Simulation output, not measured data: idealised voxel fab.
The document below concerns the process module designated voxel wiring stack.
Section shown: cut. Width: 210 nm. Cell size: 5 nm, square.
Square cells in a grid make up a cross-section in this document, and the grid is given as bands, listed from the top down, each one or more rows of cells. Band: top and bottom heights (nm) first, top before bottom; then materials from left to right, widths in nm. "edge to edge" marks a sole material filling the band edge to edge. "empty" denotes empty space. For the purposes of this specification, 0 denotes the height below which the wafer in its as-received condition is composed wholly of one material, and the lowermost band, lacking a lower limit, extends downward without end, as expressed in "0 nm and below". You'd read "30..40" like this: the band's top row of cells is as wide as the first number, its bottom row is as wide as the second, and going down, every row changes width by the same amount as the row before did. For the purposes of this document, the phrase "nothing was modified" attached to a step denotes that no cell within the cross-section was modified by that step. Heads up: "Unvented internal voids" only lists the empty pockets with no open path to the top that are 8 cells or more, and it writes them as width x height at distance, distance from the left edge, in nm. Read whatever lies past the settings on a step's line as the simulator's own remark about the step. overlay nm: mask right of planned place by this much (step with mask). Neg. = left. If you're wondering how to read the rest of this, here's the deal. It's pairs of cross-sections: one from before a process step, one from after it. The after one is only drawn as far down as the lowest band that changed. Right under each pair you'll see which step sits between them and what its settings were. Don't read the pairs as one continuous story, though. They can come from different runs of this module on the same starting wafer, and a pair only carries on from the one above it where its entry headed "Pre-step view" says so.

Pre-step view
	125 nm to 110 nm: 15 resist  25 empty  25 resist  25 empty  25 resist  25 empty  25 resist  25 empty  20 resist
	110 nm to 90 nm: 15 lowk  25 empty  25 lowk  25 empty  25 lowk  25 empty  25 lowk  25 empty  20 lowk
	90 nm to 75 nm: lowk edge to edge
	75 nm to 70 nm: SiCN edge to edge
	70 nm to 60 nm: 15 SiO2  5 TiN  15 Cu  5 TiN  25 SiO2  5 TiN  15 Cu  5 TiN  25 SiO2  5 TiN  15 Cu  5 TiN  25 SiO2  5 TiN  15 Cu  5 TiN  20 SiO2
	60 nm to 55 nm: 15 SiO2  5 TiN  5 Cu  15 TiN  25 SiO2  5 TiN  5 Cu  15 TiN  25 SiO2  5 TiN  5 Cu  15 TiN  25 SiO2  5 TiN  5 Cu  15 TiN  20 SiO2
	55 nm to 45 nm: 15 SiO2  5 TiN  5 Cu  5 TiN  35 SiO2  5 TiN  5 Cu  5 TiN  35 SiO2  5 TiN  5 Cu  5 TiN  35 SiO2  5 TiN  5 Cu  5 TiN  30 SiO2
	45 nm to 40 nm: 15 SiCN  15 TiN  35 SiCN  15 TiN  35 SiCN  15 TiN  35 SiCN  15 TiN  30 SiCN
	40 nm to 35 nm: Cu edge to edge
	35 nm to 30 nm: 20 TiN  15 Cu  35 TiN  15 Cu  35 TiN  15 Cu  35 TiN  15 Cu  25 TiN
	30 nm to 5 nm: 15 SiO2  5 TiN  15 Cu  5 TiN  25 SiO2  5 TiN  15 Cu  5 TiN  25 SiO2  5 TiN  15 Cu  5 TiN  25 SiO2  5 TiN  15 Cu  5 TiN  20 SiO2
	5 nm to 0 nm: 15 SiN  25 TiN  25 SiN  25 TiN  25 SiN  25 TiN  25 SiN  25 TiN  20 SiN
	0 nm and below: Si edge to edge
	Unvented internal voids: none

As Processed
	110 nm to 90 nm: 15 lowk  25 empty  25 lowk  25 empty  25 lowk  25 empty  25 lowk  25 empty  20 lowk
	Below 90 it's all the same as before, nothing changed down there.
	Unvented internal voids: none
The two cross-sections above bracket this step: STRIP [etch materials resist]

Pre-step view: = after-state of the pair above.

As Processed
	125 nm to 110 nm: 15 aC  25 empty  25 aC  25 empty  25 aC  25 empty  25 aC  25 empty  20 aC
	110 nm to 105 nm: 15 lowk  25 empty  25 lowk  25 empty  25 lowk  25 empty  25 lowk  25 empty  20 lowk
	105 nm to 90 nm: 15 lowk  25 aC  25 lowk  25 aC  25 lowk  25 aC  25 lowk  25 aC  20 lowk
	Below 90 it's all the same as before, nothing changed down there.
	Unvented internal voids: none
The two cross-sections above bracket this step: DIRECTIONAL_DEP [material aC] [thk nm 15]

Pre-step view: = after-state of the pair above.

As Processed
	160 nm to 125 nm: 15 resist  15 empty  35 resist  15 empty  35 resist  15 empty  35 resist  15 empty  30 resist
	125 nm to 110 nm: 15 aC  15 empty  10 resist  25 aC  15 empty  10 resist  25 aC  15 empty  10 resist  25 aC  15 empty  10 resist  20 aC
	110 nm to 105 nm: 15 lowk  15 empty  10 resist  25 lowk  15 empty  10 resist  25 lowk  15 empty  10 resist  25 lowk  15 empty  10 resist  20 lowk
	Below 105 it's all the same as before, nothing changed down there.
	Unvented internal voids: none
The two cross-sections above bracket this step: PATTERN [tone open] [mask id METAL_3_HOLES] [material resist] [width nm 15] [pitch nm 50] [thk nm 35] [overlay nm 0]

Pre-step view: = after-state of the pair above.

As Processed
	145 nm to 125 nm: 15 resist  15 empty  35 resist  15 empty  35 resist  15 empty  35 resist  15 empty  30 resist
	125 nm to 110 nm: 15 aC  15 empty  10 resist  25 aC  15 empty  10 resist  25 aC  15 empty  10 resist  25 aC  15 empty  10 resist  20 aC
	110 nm to 105 nm: 15 lowk  15 empty  10 resist  25 lowk  15 empty  10 resist  25 lowk  15 empty  10 resist  25 lowk  15 empty  10 resist  20 lowk
	105 nm to 90 nm: 15 lowk  15 empty  10 aC  25 lowk  15 empty  10 aC  25 lowk  15 empty  10 aC  25 lowk  15 empty  10 aC  20 lowk
	Below 90 it's all the same as before, nothing changed down there.
	Unvented internal voids: none
The two cross-sections above bracket this step: DIRECTIONAL_ETCH [etch materials aC] [depth nm 15]

Pre-step view: = after-state of the pair above.

As Processed
	125 nm to 110 nm: 15 aC  25 empty  25 aC  25 empty  25 aC  25 empty  25 aC  25 empty  20 aC
	110 nm to 105 nm: 15 lowk  25 empty  25 lowk  25 empty  25 lowk  25 empty  25 lowk  25 empty  20 lowk
	Below 105 it's all the same as before, nothing changed down there.
	Unvented internal voids: none
The two cross-sections above bracket this step: STRIP [etch materials resist]

Pre-step view: = after-state of the pair above.

As Processed
	125 nm to 110 nm: 15 aC  25 empty  25 aC  25 empty  25 aC  25 empty  25 aC  25 empty  20 aC
	110 nm to 105 nm: 15 lowk  25 empty  25 lowk  25 empty  25 lowk  25 empty  25 lowk  25 empty  20 lowk
	105 nm to 90 nm: 15 lowk  15 empty  10 aC  25 lowk  15 empty  10 aC  25 lowk  15 empty  10 aC  25 lowk  15 empty  10 aC  20 lowk
	90 nm to 75 nm: 15 lowk  15 empty  35 lowk  15 empty  35 lowk  15 empty  35 lowk  15 empty  30 lowk
	Below 75 it's all the same as before, nothing changed down there.
	Unvented internal voids: none
The two cross-sections above bracket this step: DIRECTIONAL_ETCH [etch materials lowk] [depth nm 15]

Pre-step view: = after-state of the pair above.

As Processed
	125 nm to 110 nm: 15 aC  25 empty  25 aC  25 empty  25 aC  25 empty  25 aC  25 empty  20 aC
	110 nm to 105 nm: 15 lowk  25 empty  25 lowk  25 empty  25 lowk  25 empty  25 lowk  25 empty  20 lowk
	105 nm to 90 nm: 15 lowk  15 empty  10 aC  25 lowk  15 empty  10 aC  25 lowk  15 empty  10 aC  25 lowk  15 empty  10 aC  20 lowk
	90 nm to 75 nm: 15 lowk  15 empty  35 lowk  15 empty  35 lowk  15 empty  35 lowk  15 empty  30 lowk
	75 nm to 70 nm: 15 SiCN  15 empty  35 SiCN  15 empty  35 SiCN  15 empty  35 SiCN  15 empty  30 SiCN
	Below 70 it's all the same as before, nothing changed down there.
	Unvented internal voids: none
The two cross-sections above bracket this step: DIRECTIONAL_ETCH [etch materials SiCN] [depth nm 5]

Pre-step view: = after-state of the pair above.

As Processed
	110 nm to 90 nm: 15 lowk  25 empty  25 lowk  25 empty  25 lowk  25 empty  25 lowk  25 empty  20 lowk
	Below 90 it's all the same as before, nothing changed down there.
	Unvented internal voids: none
The two cross-sections above bracket this step: STRIP [etch materials aC]

Pre-step view: = after-state of the pair above.

As Processed
	115 nm to 110 nm: 20 TiN  15 empty  35 TiN  15 empty  35 TiN  15 empty  35 TiN  15 empty  25 TiN
	110 nm to 95 nm: 15 lowk  5 TiN  15 empty  5 TiN  25 lowk  5 TiN  15 empty  5 TiN  25 lowk  5 TiN  15 empty  5 TiN  25 lowk  5 TiN  15 empty  5 TiN  20 lowk
	95 nm to 90 nm: 15 lowk  5 TiN  5 empty  15 TiN  25 lowk  5 TiN  5 empty  15 TiN  25 lowk  5 TiN  5 empty  15 TiN  25 lowk  5 TiN  5 empty  15 TiN  20 lowk
	90 nm to 75 nm: 15 lowk  5 TiN  5 empty  5 TiN  35 lowk  5 TiN  5 empty  5 TiN  35 lowk  5 TiN  5 empty  5 TiN  35 lowk  5 TiN  5 empty  5 TiN  30 lowk
	75 nm to 70 nm: 15 SiCN  15 TiN  35 SiCN  15 TiN  35 SiCN  15 TiN  35 SiCN  15 TiN  30 SiCN
	Below 70 it's all the same as before, nothing changed down there.
	Unvented internal voids: none
The two cross-sections above bracket this step: CONFORMAL_DEP [material TiN] [thk nm 5]

Pre-step view: = after-state of the pair above.

As Processed
	120 nm to 115 nm: Cu edge to edge
	115 nm to 110 nm: 20 TiN  15 Cu  35 TiN  15 Cu  35 TiN  15 Cu  35 TiN  15 Cu  25 TiN
	110 nm to 95 nm: 15 lowk  5 TiN  15 Cu  5 TiN  25 lowk  5 TiN  15 Cu  5 TiN  25 lowk  5 TiN  15 Cu  5 TiN  25 lowk  5 TiN  15 Cu  5 TiN  20 lowk
	95 nm to 90 nm: 15 lowk  5 TiN  5 Cu  15 TiN  25 lowk  5 TiN  5 Cu  15 TiN  25 lowk  5 TiN  5 Cu  15 TiN  25 lowk  5 TiN  5 Cu  15 TiN  20 lowk
	90 nm to 75 nm: 15 lowk  5 TiN  5 Cu  5 TiN  35 lowk  5 TiN  5 Cu  5 TiN  35 lowk  5 TiN  5 Cu  5 TiN  35 lowk  5 TiN  5 Cu  5 TiN  30 lowk
	Below 75 it's all the same as before, nothing changed down there.
	Unvented internal voids: none
The two cross-sections above bracket this step: FILL_DEP [material Cu] [thk nm 5]

Pre-step view: = after-state of the pair above.

As Processed
	110 nm to 95 nm: 15 lowk  5 TiN  15 Cu  5 TiN  25 lowk  5 TiN  15 Cu  5 TiN  25 lowk  5 TiN  15 Cu  5 TiN  25 lowk  5 TiN  15 Cu  5 TiN  20 lowk
	Below 95 it's all the same as before, nothing changed down there.
	Unvented internal voids: none
The two cross-sections above bracket this step: CMP [height nm 110]

Pre-step view: = after-state of the pair above.

As Processed
	115 nm to 110 nm: SiN edge to edge
	Below 110 it's all the same as before, nothing changed down there.
	Unvented internal voids: none
The two cross-sections above bracket this step: CONFORMAL_DEP [material SiN] [thk nm 5]

Pre-step view
	110 nm to 75 nm: lowk edge to edge
	75 nm to 70 nm: SiCN edge to edge
	70 nm to 60 nm: 15 SiO2  5 TiN  15 Cu  5 TiN  25 SiO2  5 TiN  15 Cu  5 TiN  25 SiO2  5 TiN  15 Cu  5 TiN  25 SiO2  5 TiN  15 Cu  5 TiN  20 SiO2
	60 nm to 55 nm: 15 SiO2  5 TiN  5 Cu  15 TiN  25 SiO2  5 TiN  5 Cu  15 TiN  25 SiO2  5 TiN  5 Cu  15 TiN  25 SiO2  5 TiN  5 Cu  15 TiN  20 SiO2
	55 nm to 45 nm: 15 SiO2  5 TiN  5 Cu  5 TiN  35 SiO2  5 TiN  5 Cu  5 TiN  35 SiO2  5 TiN  5 Cu  5 TiN  35 SiO2  5 TiN  5 Cu  5 TiN  30 SiO2
	45 nm to 40 nm: 15 SiCN  15 TiN  35 SiCN  15 TiN  35 SiCN  15 TiN  35 SiCN  15 TiN  30 SiCN
	40 nm to 15 nm: 15 SiO2  5 TiN  15 Cu  5 TiN  25 SiO2  5 TiN  15 Cu  5 TiN  25 SiO2  5 TiN  15 Cu  5 TiN  25 SiO2  5 TiN  15 Cu  5 TiN  20 SiO2
	15 nm to 10 nm: 15 SiN  25 TiN  25 SiN  25 TiN  25 SiN  25 TiN  25 SiN  25 TiN  20 SiN
	10 nm to 0 nm: SiO2 edge to edge
	0 nm and below: Si edge to edge
	Unvented internal voids: none

As Processed
	145 nm to 75 nm: lowk edge to edge
	Below 75 it's all the same as before, nothing changed down there.
	Unvented internal voids: none
The two cross-sections above bracket this step: DIRECTIONAL_DEP [material lowk] [thk nm 35]

Pre-step view: = after-state of the pair above.

As Processed
	160 nm to 145 nm: 15 resist  25 empty  25 resist  25 empty  25 resist  25 empty  25 resist  25 empty  20 resist
	Below 145 it's all the same as before, nothing changed down there.
	Unvented internal voids: none
The two cross-sections above bracket this step: PATTERN [tone open] [mask id METAL_3] [material resist] [width nm 25] [pitch nm 50] [thk nm 15] [overlay nm 0]

Pre-step view: = after-state of the pair above.

As Processed
	160 nm to 145 nm: 15 resist  25 empty  25 resist  25 empty  25 resist  25 empty  25 resist  25 empty  20 resist
	145 nm to 125 nm: 15 lowk  25 empty  25 lowk  25 empty  25 lowk  25 empty  25 lowk  25 empty  20 lowk
	Below 125 it's all the same as before, nothing changed down there.
	Unvented internal voids: none
The two cross-sections above bracket this step: DIRECTIONAL_ETCH [etch materials lowk] [depth nm 20]

Pre-step view: = after-state of the pair above.

As Processed
	145 nm to 125 nm: 15 lowk  25 empty  25 lowk  25 empty  25 lowk  25 empty  25 lowk  25 empty  20 lowk
	Below 125 it's all the same as before, nothing changed down there.
	Unvented internal voids: none
The two cross-sections above bracket this step: STRIP [etch materials resist]

Pre-step view: = after-state of the pair above.

As Processed
	160 nm to 145 nm: 15 aC  25 empty  25 aC  25 empty  25 aC  25 empty  25 aC  25 empty  20 aC
	145 nm to 140 nm: 15 lowk  25 empty  25 lowk  25 empty  25 lowk  25 empty  25 lowk  25 empty  20 lowk
	140 nm to 125 nm: 15 lowk  25 aC  25 lowk  25 aC  25 lowk  25 aC  25 lowk  25 aC  20 lowk
	Below 125 it's all the same as before, nothing changed down there.
	Unvented internal voids: none
The two cross-sections above bracket this step: DIRECTIONAL_DEP [material aC] [thk nm 15]

Pre-step view: = after-state of the pair above.

As Processed
	195 nm to 160 nm: 15 resist  15 empty  35 resist  15 empty  35 resist  15 empty  35 resist  15 empty  30 resist
	160 nm to 145 nm: 15 aC  15 empty  10 resist  25 aC  15 empty  10 resist  25 aC  15 empty  10 resist  25 aC  15 empty  10 resist  20 aC
	145 nm to 140 nm: 15 lowk  15 empty  10 resist  25 lowk  15 empty  10 resist  25 lowk  15 empty  10 resist  25 lowk  15 empty  10 resist  20 lowk
	Below 140 it's all the same as before, nothing changed down there.
	Unvented internal voids: none
The two cross-sections above bracket this step: PATTERN [tone open] [mask id METAL_3_HOLES] [material resist] [width nm 15] [pitch nm 50] [thk nm 35] [overlay nm 0]

Pre-step view: = after-state of the pair above.

As Processed
	180 nm to 160 nm: 15 resist  15 empty  35 resist  15 empty  35 resist  15 empty  35 resist  15 empty  30 resist
	160 nm to 145 nm: 15 aC  15 empty  10 resist  25 aC  15 empty  10 resist  25 aC  15 empty  10 resist  25 aC  15 empty  10 resist  20 aC
	145 nm to 140 nm: 15 lowk  15 empty  10 resist  25 lowk  15 empty  10 resist  25 lowk  15 empty  10 resist  25 lowk  15 empty  10 resist  20 lowk
	140 nm to 125 nm: 15 lowk  15 empty  10 aC  25 lowk  15 empty  10 aC  25 lowk  15 empty  10 aC  25 lowk  15 empty  10 aC  20 lowk
	Below 125 it's all the same as before, nothing changed down there.
	Unvented internal voids: none
The two cross-sections above bracket this step: DIRECTIONAL_ETCH [etch materials aC] [depth nm 15]

Pre-step view: = after-state of the pair above.

As Processed
	160 nm to 145 nm: 15 aC  25 empty  25 aC  25 empty  25 aC  25 empty  25 aC  25 empty  20 aC
	145 nm to 140 nm: 15 lowk  25 empty  25 lowk  25 empty  25 lowk  25 empty  25 lowk  25 empty  20 lowk
	Below 140 it's all the same as before, nothing changed down there.
	Unvented internal voids: none
The two cross-sections above bracket this step: STRIP [etch materials resist]

Pre-step view: = after-state of the pair above.

As Processed
	160 nm to 145 nm: 15 aC  25 empty  25 aC  25 empty  25 aC  25 empty  25 aC  25 empty  20 aC
	145 nm to 140 nm: 15 lowk  25 empty  25 lowk  25 empty  25 lowk  25 empty  25 lowk  25 empty  20 lowk
	140 nm to 125 nm: 15 lowk  15 empty  10 aC  25 lowk  15 empty  10 aC  25 lowk  15 empty  10 aC  25 lowk  15 empty  10 aC  20 lowk
	125 nm to 110 nm: 15 lowk  15 empty  35 lowk  15 empty  35 lowk  15 empty  35 lowk  15 empty  30 lowk
	Below 110 it's all the same as before, nothing changed down there.
	Unvented internal voids: none
The two cross-sections above bracket this step: DIRECTIONAL_ETCH [etch materials lowk] [depth nm 15]

Pre-step view: = after-state of the pair above.

As Processed
	145 nm to 125 nm: 15 lowk  25 empty  25 lowk  25 empty  25 lowk  25 empty  25 lowk  25 empty  20 lowk
	Below 125 it's all the same as before, nothing changed down there.
	Unvented internal voids: none
The two cross-sections above bracket this step: STRIP [etch materials aC]

Pre-step view: = after-state of the pair above.

As Processed
	150 nm to 145 nm: 20 TiN  15 empty  35 TiN  15 empty  35 TiN  15 empty  35 TiN  15 empty  25 TiN
	145 nm to 130 nm: 15 lowk  5 TiN  15 empty  5 TiN  25 lowk  5 TiN  15 empty  5 TiN  25 lowk  5 TiN  15 empty  5 TiN  25 lowk  5 TiN  15 empty  5 TiN  20 lowk
	130 nm to 125 nm: 15 lowk  5 TiN  5 empty  15 TiN  25 lowk  5 TiN  5 empty  15 TiN  25 lowk  5 TiN  5 empty  15 TiN  25 lowk  5 TiN  5 empty  15 TiN  20 lowk
	125 nm to 115 nm: 15 lowk  5 TiN  5 empty  5 TiN  35 lowk  5 TiN  5 empty  5 TiN  35 lowk  5 TiN  5 empty  5 TiN  35 lowk  5 TiN  5 empty  5 TiN  30 lowk
	115 nm to 110 nm: 15 lowk  15 TiN  35 lowk  15 TiN  35 lowk  15 TiN  35 lowk  15 TiN  30 lowk
	Below 110 it's all the same as before, nothing changed down there.
	Unvented internal voids: none
The two cross-sections above bracket this step: CONFORMAL_DEP [material TiN] [thk nm 5]

Pre-step view: = after-state of the pair above.

As Processed
	155 nm to 150 nm: Cu edge to edge
	150 nm to 145 nm: 20 TiN  15 Cu  35 TiN  15 Cu  35 TiN  15 Cu  35 TiN  15 Cu  25 TiN
	145 nm to 130 nm: 15 lowk  5 TiN  15 Cu  5 TiN  25 lowk  5 TiN  15 Cu  5 TiN  25 lowk  5 TiN  15 Cu  5 TiN  25 lowk  5 TiN  15 Cu  5 TiN  20 lowk
	130 nm to 125 nm: 15 lowk  5 TiN  5 Cu  15 TiN  25 lowk  5 TiN  5 Cu  15 TiN  25 lowk  5 TiN  5 Cu  15 TiN  25 lowk  5 TiN  5 Cu  15 TiN  20 lowk
	125 nm to 115 nm: 15 lowk  5 TiN  5 Cu  5 TiN  35 lowk  5 TiN  5 Cu  5 TiN  35 lowk  5 TiN  5 Cu  5 TiN  35 lowk  5 TiN  5 Cu  5 TiN  30 lowk
	Below 115 it's all the same as before, nothing changed down there.
	Unvented internal voids: none
The two cross-sections above bracket this step: FILL_DEP [material Cu] [thk nm 5]

Pre-step view: = after-state of the pair above.

As Processed
	110 nm to 75 nm: lowk edge to edge
	Below 75 it's all the same as before, nothing changed down there.
	Unvented internal voids: none
The two cross-sections above bracket this step: CMP [height nm 110]

Pre-step view: = after-state of the pair above.

As Processed
	115 nm to 110 nm: SiN edge to edge
	Below 110 it's all the same as before, nothing changed down there.
	Unvented internal voids: none
The two cross-sections above bracket this step: CONFORMAL_DEP [material SiN] [thk nm 5]

Pre-step view
	10 nm to 0 nm: SiO2 edge to edge
	0 nm and below: Si edge to edge
	Unvented internal voids: none

As Processed
	35 nm to 0 nm: SiO2 edge to edge
	Below 0 it's all the same as before, nothing changed down there.
	Unvented internal voids: none
The two cross-sections above bracket this step: DIRECTIONAL_DEP [material SiO2] [thk nm 25]

Pre-step view: = after-state of the pair above.

As Processed
	40 nm to 35 nm: SiN edge to edge
	Below 35 it's all the same as before, nothing changed down there.
	Unvented internal voids: none
The two cross-sections above bracket this step: CONFORMAL_DEP [material SiN] [thk nm 5]

Pre-step view: = after-state of the pair above.

As Processed
	50 nm to 40 nm: aC edge to edge
	Below 40 it's all the same as before, nothing changed down there.
	Unvented internal voids: none
The two cross-sections above bracket this step: DIRECTIONAL_DEP [material aC] [thk nm 10]

Pre-step view: = after-state of the pair above.

As Processed
	80 nm to 50 nm: 15 resist  25 empty  25 resist  25 empty  25 resist  25 empty  25 resist  25 empty  20 resist
	Below 50 it's all the same as before, nothing changed down there.
	Unvented internal voids: none
The two cross-sections above bracket this step: PATTERN [tone open] [mask id METAL_1] [material resist] [width nm 25] [pitch nm 50] [thk nm 30] [overlay nm 0]

Pre-step view: = after-state of the pair above.

As Processed
	70 nm to 50 nm: 15 resist  25 empty  25 resist  25 empty  25 resist  25 empty  25 resist  25 empty  20 resist
	50 nm to 40 nm: 15 aC  25 empty  25 aC  25 empty  25 aC  25 empty  25 aC  25 empty  20 aC
	Below 40 it's all the same as before, nothing changed down there.
	Unvented internal voids: none
The two cross-sections above bracket this step: DIRECTIONAL_ETCH [etch materials aC] [depth nm 10]

Pre-step view: = after-state of the pair above.

As Processed
	50 nm to 40 nm: 15 aC  25 empty  25 aC  25 empty  25 aC  25 empty  25 aC  25 empty  20 aC
	Below 40 it's all the same as before, nothing changed down there.
	Unvented internal voids: none
The two cross-sections above bracket this step: STRIP [etch materials resist]

Pre-step view: = after-state of the pair above.

As Processed
	50 nm to 40 nm: 15 aC  25 empty  25 aC  25 empty  25 aC  25 empty  25 aC  25 empty  20 aC
	40 nm to 35 nm: 15 SiN  25 empty  25 SiN  25 empty  25 SiN  25 empty  25 SiN  25 empty  20 SiN
	Below 35 it's all the same as before, nothing changed down there.
	Unvented internal voids: none
The two cross-sections above bracket this step: DIRECTIONAL_ETCH [etch materials SiN] [depth nm 5]

Pre-step view: = after-state of the pair above.

As Processed
	40 nm to 35 nm: 15 SiN  25 empty  25 SiN  25 empty  25 SiN  25 empty  25 SiN  25 empty  20 SiN
	Below 35 it's all the same as before, nothing changed down there.
	Unvented internal voids: none
The two cross-sections above bracket this step: STRIP [etch materials aC]

Pre-step view: = after-state of the pair above.

As Processed
	45 nm to 40 nm: 20 TiN  15 empty  35 TiN  15 empty  35 TiN  15 empty  35 TiN  15 empty  25 TiN
	40 nm to 35 nm: 15 SiN  25 TiN  25 SiN  25 TiN  25 SiN  25 TiN  25 SiN  25 TiN  20 SiN
	Below 35 it's all the same as before, nothing changed down there.
	Unvented internal voids: none
The two cross-sections above bracket this step: CONFORMAL_DEP [material TiN] [thk nm 5]

Pre-step view: = after-state of the pair above.

As Processed
	50 nm to 45 nm: Cu edge to edge
	45 nm to 40 nm: 20 TiN  15 Cu  35 TiN  15 Cu  35 TiN  15 Cu  35 TiN  15 Cu  25 TiN
	Below 40 it's all the same as before, nothing changed down there.
	Unvented internal voids: none
The two cross-sections above bracket this step: FILL_DEP [material Cu] [thk nm 5]

Pre-step view: = after-state of the pair above.

As Processed
	40 nm to 35 nm: 15 SiN  25 TiN  25 SiN  25 TiN  25 SiN  25 TiN  25 SiN  25 TiN  20 SiN
	Below 35 it's all the same as before, nothing changed down there.
	Unvented internal voids: none
The two cross-sections above bracket this step: CMP [height nm 40]

Pre-step view: = after-state of the pair above.

As Processed
	45 nm to 40 nm: SiCN edge to edge
	Below 40 it's all the same as before, nothing changed down there.
	Unvented internal voids: none
The two cross-sections above bracket this step: CONFORMAL_DEP [material SiCN] [thk nm 5]

Pre-step view: = after-state of the pair above.

As Processed
	70 nm to 45 nm: SiO2 edge to edge
	Below 45 it's all the same as before, nothing changed down there.
	Unvented internal voids: none
The two cross-sections above bracket this step: DIRECTIONAL_DEP [material SiO2] [thk nm 25]

Pre-step view: = after-state of the pair above.

As Processed
	70 nm to 45 nm: 15 SiO2  15 empty  35 SiO2  15 empty  35 SiO2  15 empty  35 SiO2  15 empty  30 SiO2
	Below 45 it's all the same as before, nothing changed down there.
	Unvented internal voids: none
The two cross-sections above bracket this step: MASKED_ETCH [tone open] [mask id METAL_2_HOLES] [width nm 15] [pitch nm 50] [etch materials SiO2] [depth nm 25] [overlay nm 0]

Pre-step view: = after-state of the pair above.

As Processed
	70 nm to 55 nm: 15 SiO2  25 empty  25 SiO2  25 empty  25 SiO2  25 empty  25 SiO2  25 empty  20 SiO2
	Below 55 it's all the same as before, nothing changed down there.
	Unvented internal voids: none
The two cross-sections above bracket this step: MASKED_ETCH [tone open] [mask id METAL_2] [width nm 25] [pitch nm 50] [etch materials SiO2] [depth nm 15] [overlay nm 0]

Pre-step view: = after-state of the pair above.

As Processed
	70 nm to 55 nm: 15 SiO2  25 empty  25 SiO2  25 empty  25 SiO2  25 empty  25 SiO2  25 empty  20 SiO2
	55 nm to 45 nm: 15 SiO2  15 empty  35 SiO2  15 empty  35 SiO2  15 empty  35 SiO2  15 empty  30 SiO2
	45 nm to 40 nm: 15 SiCN  15 empty  35 SiCN  15 empty  35 SiCN  15 empty  35 SiCN  15 empty  30 SiCN
	Below 40 it's all the same as before, nothing changed down there.
	Unvented internal voids: none
The two cross-sections above bracket this step: MASKED_ETCH [tone open] [mask id METAL_2] [width nm 25] [pitch nm 50] [etch materials SiCN] [depth nm 5] [overlay nm 0]

Pre-step view: = after-state of the pair above.

As Processed
	75 nm to 70 nm: 20 TiN  15 empty  35 TiN  15 empty  35 TiN  15 empty  35 TiN  15 empty  25 TiN
	70 nm to 60 nm: 15 SiO2  5 TiN  15 empty  5 TiN  25 SiO2  5 TiN  15 empty  5 TiN  25 SiO2  5 TiN  15 empty  5 TiN  25 SiO2  5 TiN  15 empty  5 TiN  20 SiO2
	60 nm to 55 nm: 15 SiO2  5 TiN  5 empty  15 TiN  25 SiO2  5 TiN  5 empty  15 TiN  25 SiO2  5 TiN  5 empty  15 TiN  25 SiO2  5 TiN  5 empty  15 TiN  20 SiO2
	55 nm to 45 nm: 15 SiO2  5 TiN  5 empty  5 TiN  35 SiO2  5 TiN  5 empty  5 TiN  35 SiO2  5 TiN  5 empty  5 TiN  35 SiO2  5 TiN  5 empty  5 TiN  30 SiO2
	45 nm to 40 nm: 15 SiCN  15 TiN  35 SiCN  15 TiN  35 SiCN  15 TiN  35 SiCN  15 TiN  30 SiCN
	Below 40 it's all the same as before, nothing changed down there.
	Unvented internal voids: none
The two cross-sections above bracket this step: CONFORMAL_DEP [material TiN] [thk nm 5]

Pre-step view: = after-state of the pair above.

As Processed
	85 nm to 75 nm: Cu edge to edge
	75 nm to 70 nm: 20 TiN  15 Cu  35 TiN  15 Cu  35 TiN  15 Cu  35 TiN  15 Cu  25 TiN
	70 nm to 60 nm: 15 SiO2  5 TiN  15 Cu  5 TiN  25 SiO2  5 TiN  15 Cu  5 TiN  25 SiO2  5 TiN  15 Cu  5 TiN  25 SiO2  5 TiN  15 Cu  5 TiN  20 SiO2
	60 nm to 55 nm: 15 SiO2  5 TiN  5 Cu  15 TiN  25 SiO2  5 TiN  5 Cu  15 TiN  25 SiO2  5 TiN  5 Cu  15 TiN  25 SiO2  5 TiN  5 Cu  15 TiN  20 SiO2
	55 nm to 45 nm: 15 SiO2  5 TiN  5 Cu  5 TiN  35 SiO2  5 TiN  5 Cu  5 TiN  35 SiO2  5 TiN  5 Cu  5 TiN  35 SiO2  5 TiN  5 Cu  5 TiN  30 SiO2
	Below 45 it's all the same as before, nothing changed down there.
	Unvented internal voids: none
The two cross-sections above bracket this step: FILL_DEP [material Cu] [thk nm 10]

Pre-step view: = after-state of the pair above.

As Processed
	70 nm to 60 nm: 15 SiO2  5 TiN  15 Cu  5 TiN  25 SiO2  5 TiN  15 Cu  5 TiN  25 SiO2  5 TiN  15 Cu  5 TiN  25 SiO2  5 TiN  15 Cu  5 TiN  20 SiO2
	Below 60 it's all the same as before, nothing changed down there.
	Unvented internal voids: none
The two cross-sections above bracket this step: CMP [height nm 70]

Pre-step view: = after-state of the pair above.

As Processed
	75 nm to 70 nm: SiCN edge to edge
	Below 70 it's all the same as before, nothing changed down there.
	Unvented internal voids: none
The two cross-sections above bracket this step: CONFORMAL_DEP [material SiCN] [thk nm 5]

Pre-step view: = after-state of the pair above.

As Processed
	110 nm to 75 nm: lowk edge to edge
	Below 75 it's all the same as before, nothing changed down there.
	Unvented internal voids: none
The two cross-sections above bracket this step: DIRECTIONAL_DEP [material lowk] [thk nm 35]

Pre-step view: = after-state of the pair above.

As Processed
	125 nm to 110 nm: 15 resist  25 empty  25 resist  25 empty  25 resist  25 empty  25 resist  25 empty  20 resist
	Below 110 it's all the same as before, nothing changed down there.
	Unvented internal voids: none
The two cross-sections above bracket this step: PATTERN [tone open] [mask id METAL_3] [material resist] [width nm 25] [pitch nm 50] [thk nm 15] [overlay nm 0]

Pre-step view: = after-state of the pair above.

As Processed
	125 nm to 110 nm: 15 resist  25 empty  25 resist  25 empty  25 resist  25 empty  25 resist  25 empty  20 resist
	110 nm to 90 nm: 15 lowk  25 empty  25 lowk  25 empty  25 lowk  25 empty  25 lowk  25 empty  20 lowk
	Below 90 it's all the same as before, nothing changed down there.
	Unvented internal voids: none
The two cross-sections above bracket this step: DIRECTIONAL_ETCH [etch materials lowk] [depth nm 20]

Pre-step view: = after-state of the pair above.

As Processed
	110 nm to 90 nm: 15 lowk  25 empty  25 lowk  25 empty  25 lowk  25 empty  25 lowk  25 empty  20 lowk
	Below 90 it's all the same as before, nothing changed down there.
	Unvented internal voids: none
The two cross-sections above bracket this step: STRIP [etch materials resist]

Pre-step view: = after-state of the pair above.

As Processed
	125 nm to 110 nm: 15 aC  25 empty  25 aC  25 empty  25 aC  25 empty  25 aC  25 empty  20 aC
	110 nm to 105 nm: 15 lowk  25 empty  25 lowk  25 empty  25 lowk  25 empty  25 lowk  25 empty  20 lowk
	105 nm to 90 nm: 15 lowk  25 aC  25 lowk  25 aC  25 lowk  25 aC  25 lowk  25 aC  20 lowk
	Below 90 it's all the same as before, nothing changed down there.
	Unvented internal voids: none
The two cross-sections above bracket this step: DIRECTIONAL_DEP [material aC] [thk nm 15]
